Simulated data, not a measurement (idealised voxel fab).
Presented below is a process module, voxel trench capacitor.
The cross-section on display is named cut; it measures 285 nm wide, and its cells are 5 nm squares.
Square cells in a grid make up a cross-section in this document, and the grid is given as bands, listed from the top down, each one or more rows of cells. First you get the band's top height and its bottom height, in nm, and then the materials it's made of, left to right, with each width in nm. If you see a single material with "full width", that one covers the band edge to edge. "empty" is empty space. Zero point of the height axis is 0; under it, received wafer = one material. Lowest band: continues down indefinitely, "0 nm and below". With a width like "30 to 40", each row of cells in the band differs from the next by the same amount, the top row carrying the first number and the bottom row the second. Given "nothing changed" for a step, no cell of the cross-section differs between before and after that step. "Closed void listing" enumerates empty spaces isolated from the top, with no open way to it, that contain at least 8 cells, giving each as width x height at distance from the left edge, all three in nm. If you see something after the settings on a step's line, that's the simulator's own remark about that step. Steps that use a mask can have "overlay nm" on their line. It says how far the mask sat to the right of where it was meant to be. Negative means to the left.

## The steps planned for the process are as follows
1,op RECEIVE | material Si
2,op CONFORMAL_DEP | material SiN | thk nm 5
3,op MASKED_ETCH | tone open | mask id TRENCH | width nm 20 | pitch nm 45 | etch materials SiN | depth nm 5 | overlay nm 0
4,op MASKED_ETCH | tone open | mask id TRENCH | width nm 20 | pitch nm 45 | etch materials Si | depth nm 25 | overlay nm 0
5,op CONFORMAL_DEP | material SiO2 | thk nm 5
6,op FILL_DEP | material polySi | thk nm 5
7,op CMP | height nm 5

## On the first of the two wafers: run conducted according to plan

## Cross-section of the incoming wafer, state after step 1
	0 nm and below  Si full width
	Closed void listing: none

## Once step 2 is through, the wafer looks like this in cross-section
	5 nm to 0 nm  SiN full width
	Below 0, no change.

## Once step 3 is through, the wafer looks like this in cross-section
	5 nm to 0 nm  SiN 85 nm | empty 20 nm | SiN 25 nm | empty 20 nm | SiN 25 nm | empty 20 nm | SiN 90 nm
	Below 0, no change.

## Once step 4 is through, the wafer looks like this in cross-section
	5 nm to 0 nm  SiN 85 nm | empty 20 nm | SiN 25 nm | empty 20 nm | SiN 25 nm | empty 20 nm | SiN 90 nm
	0 nm to -25 nm  Si 85 nm | empty 20 nm | Si 25 nm | empty 20 nm | Si 25 nm | empty 20 nm | Si 90 nm
	Below -25, no change.

## Once step 5 is through, the wafer looks like this in cross-section
	10 nm to 5 nm  SiO2 90 nm | empty 10 nm | SiO2 35 nm | empty 10 nm | SiO2 35 nm | empty 10 nm | SiO2 95 nm
	5 nm to 0 nm  SiN 85 nm | SiO2 5 nm | empty 10 nm | SiO2 5 nm | SiN 25 nm | SiO2 5 nm | empty 10 nm | SiO2 5 nm | SiN 25 nm | SiO2 5 nm | empty 10 nm | SiO2 5 nm | SiN 90 nm
	0 nm to -20 nm  Si 85 nm | SiO2 5 nm | empty 10 nm | SiO2 5 nm | Si 25 nm | SiO2 5 nm | empty 10 nm | SiO2 5 nm | Si 25 nm | SiO2 5 nm | empty 10 nm | SiO2 5 nm | Si 90 nm
	-20 nm to -25 nm  Si 85 nm | SiO2 20 nm | Si 25 nm | SiO2 20 nm | Si 25 nm | SiO2 20 nm | Si 90 nm
	Below -25, no change.

## Once step 6 is through, the wafer looks like this in cross-section
	15 nm to 10 nm  polySi full width
	10 nm to 5 nm  SiO2 90 nm | polySi 10 nm | SiO2 35 nm | polySi 10 nm | SiO2 35 nm | polySi 10 nm | SiO2 95 nm
	5 nm to 0 nm  SiN 85 nm | SiO2 5 nm | polySi 10 nm | SiO2 5 nm | SiN 25 nm | SiO2 5 nm | polySi 10 nm | SiO2 5 nm | SiN 25 nm | SiO2 5 nm | polySi 10 nm | SiO2 5 nm | SiN 90 nm
	0 nm to -20 nm  Si 85 nm | SiO2 5 nm | polySi 10 nm | SiO2 5 nm | Si 25 nm | SiO2 5 nm | polySi 10 nm | SiO2 5 nm | Si 25 nm | SiO2 5 nm | polySi 10 nm | SiO2 5 nm | Si 90 nm
	Below -20, no change.

## Once step 7 is through, the wafer looks like this in cross-section
	5 nm to 0 nm  SiN 85 nm | SiO2 5 nm | polySi 10 nm | SiO2 5 nm | SiN 25 nm | SiO2 5 nm | polySi 10 nm | SiO2 5 nm | SiN 25 nm | SiO2 5 nm | polySi 10 nm | SiO2 5 nm | SiN 90 nm
	Below 0, no change.

## Here the second wafer is described. Its start and its plan were those of the first wafer. Its run contained one mistake. Up to and including step 2, it did exactly what the first wafer did

## Second wafer at the planned finish of step 3, seen in cross-section
	5 nm to 0 nm  empty 85 nm | SiN 20 nm | empty 25 nm | SiN 20 nm | empty 25 nm | SiN 20 nm | empty 90 nm
	Below 0, no change.

Second wafer at the planned finish of step 4, seen in cross-section: nothing changed

## Second wafer at the planned finish of step 5, seen in cross-section
	10 nm to 5 nm  empty 80 nm | SiO2 30 nm | empty 15 nm | SiO2 30 nm | empty 15 nm | SiO2 30 nm | empty 85 nm
	5 nm to 0 nm  SiO2 85 nm | SiN 20 nm | SiO2 25 nm | SiN 20 nm | SiO2 25 nm | SiN 20 nm | SiO2 90 nm
	Below 0, no change.

## Second wafer at the planned finish of step 6, seen in cross-section
	15 nm to 10 nm  polySi full width
	10 nm to 5 nm  polySi 80 nm | SiO2 30 nm | polySi 15 nm | SiO2 30 nm | polySi 15 nm | SiO2 30 nm | polySi 85 nm
	Below 5, no change.

## Second wafer at the planned finish of step 7, seen in cross-section
	5 nm to 0 nm  SiO2 85 nm | SiN 20 nm | SiO2 25 nm | SiN 20 nm | SiO2 25 nm | SiN 20 nm | SiO2 90 nm
	Below 0, no change.
The mistake made against the process plan was this: step 3 was run on a setting that differed from the plan, and what really ran there is op MASKED_ETCH | tone cover | mask id TRENCH | width nm 20 | pitch nm 45 | etch materials SiN | depth nm 5 | overlay nm 0
In the final state, the cell counts of the second wafer exceed or fall short of those of the first for the following materials: +60 Si, -33 SiN, +3 SiO2, -30 polySi
